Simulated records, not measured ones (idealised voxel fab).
process module | voxel gate over fins
For reference, the cross-section in this document is cut, with width 160 nm and square cells of 5 nm.
Cross-section format: a grid of square cells, given as bands from top to bottom; each band is one or more rows of cells.
Each band's line starts with the height of the band's top and of its bottom, in nm. Then come its materials from left to right, each with its width in nm. One material with "everywhere" fills the band from edge to edge. "empty" is empty space.
A quick word on heights: they are counted from 0, and under that level the wafer as it came to us is one material throughout. The lowest band is different from the rest in having no bottom; it simply continues downward, written as in "0 and below".
The width entry "30->40" should be interpreted row by row: the top row of cells in the band takes the first number, the bottom row takes the second number, and the change between adjacent rows is uniform throughout.
Where a step carries "remained the same", the cross-section came out of it unchanged, cell for cell.
Entry "Unvented internal voids" = empty spaces >= 8 cells with no open way to the top; each as width x height at distance, distance from left edge, all nm.
It should be noted that, on the line of a given step, the content following the step's settings is a remark produced by the simulator itself with respect to that step.
The line of a step may include "overlay nm". On a step with a mask, this value is how far to the right of its planned place the mask lay. A negative value means the mask lay to the left.

**plan**
1,RECEIVE, material Si
2,CONFORMAL_DEP, material SiN, thk nm 5
3,MASKED_ETCH, tone cover, mask id FINS, width nm 15, pitch nm 40, etch materials SiN, depth nm 5, overlay nm -15
4,MASKED_ETCH, tone cover, mask id FINS, width nm 15, pitch nm 40, etch materials Si, depth nm 30, overlay nm 0
5,OXIDIZE, depth nm 5
6,FILL_DEP, material SiO2, thk nm 15
7,CMP, height nm 5
8,SELECTIVE_ETCH, etch materials SiO2, depth nm 15
9,STRIP, etch materials SiN
10,CONFORMAL_DEP, material HfO2, thk nm 5
11,CONFORMAL_DEP, material TiN, thk nm 5
12,FILL_DEP, material W, thk nm 10
13,CMP, height nm 15
14,CONFORMAL_DEP, material SiCN, thk nm 10
The wafers are alike at the start. At step 3, their overlay nm differs. The plan lists the first wafer's value.

**Cross-sectional view of the first of several wafers in the as-received condition, corresponding to the state following step 1**
0 and below = Si everywhere
Unvented internal voids: none

**Post step 14, the closing step of the module: first of several wafers, cross-sectioned**
25 down to 15 = SiCN everywhere
15 down to 10 = W everywhere
10 down to 5 = W 30  TiN 25  W 15  TiN 25  W 65
5 down to 0 = W 30  TiN 5  HfO2 15  TiN 25  HfO2 15  TiN 20  W 50
0 down to -5 = TiN 35  HfO2 5  Si 5  HfO2 20  TiN 10  HfO2 5  Si 5  HfO2 20  TiN 55
-5 down to -10 = HfO2 40  Si 20  HfO2 20  Si 20  HfO2 60
-10 down to -35 = SiO2 40  Si 20  SiO2 20  Si 20  SiO2 60
-35 and below = Si everywhere
Unvented internal voids: none

**Cross-section of the last wafer at end of module**
25 down to 15 = SiCN everywhere
15 down to 10 = W everywhere
10 down to 5 = W 60  TiN 25  W 15  TiN 25  W 35
5 down to 0 = W 45  TiN 20  HfO2 15  TiN 25  HfO2 15  TiN 5  W 35
0 down to -5 = TiN 50  HfO2 20  Si 5  HfO2 5  TiN 10  HfO2 20  Si 5  HfO2 5  TiN 40
-5 down to -10 = HfO2 55  Si 20  HfO2 20  Si 20  HfO2 45
-10 down to -35 = SiO2 55  Si 20  SiO2 20  Si 20  SiO2 45
-35 and below = Si everywhere
Unvented internal voids: none

**Every row in this table is a wafer at the end of the module, and it gives, for each of the materials, the cells that wafer has gained (+) or lost (-) since it was received, then its closed voids**
overlay nm -15 | +40 HfO2 | -174 Si | +64 SiCN | +120 SiO2 | +40 TiN | +70 W | Unvented internal voids: none
overlay nm -10 | +40 HfO2 | -186 Si | +64 SiCN | +130 SiO2 | +40 TiN | +72 W | Unvented internal voids: none
overlay nm -5 | +40 HfO2 | -198 Si | +64 SiCN | +140 SiO2 | +40 TiN | +74 W | Unvented internal voids: none
overlay nm 0 | +40 HfO2 | -210 Si | +64 SiCN | +150 SiO2 | +40 TiN | +76 W | Unvented internal voids: none
overlay nm 5 | +40 HfO2 | -198 Si | +64 SiCN | +140 SiO2 | +40 TiN | +74 W | Unvented internal voids: none
overlay nm 10 | +40 HfO2 | -186 Si | +64 SiCN | +130 SiO2 | +40 TiN | +72 W | Unvented internal voids: none
overlay nm 15 | +40 HfO2 | -174 Si | +64 SiCN | +120 SiO2 | +40 TiN | +70 W | Unvented internal voids: none
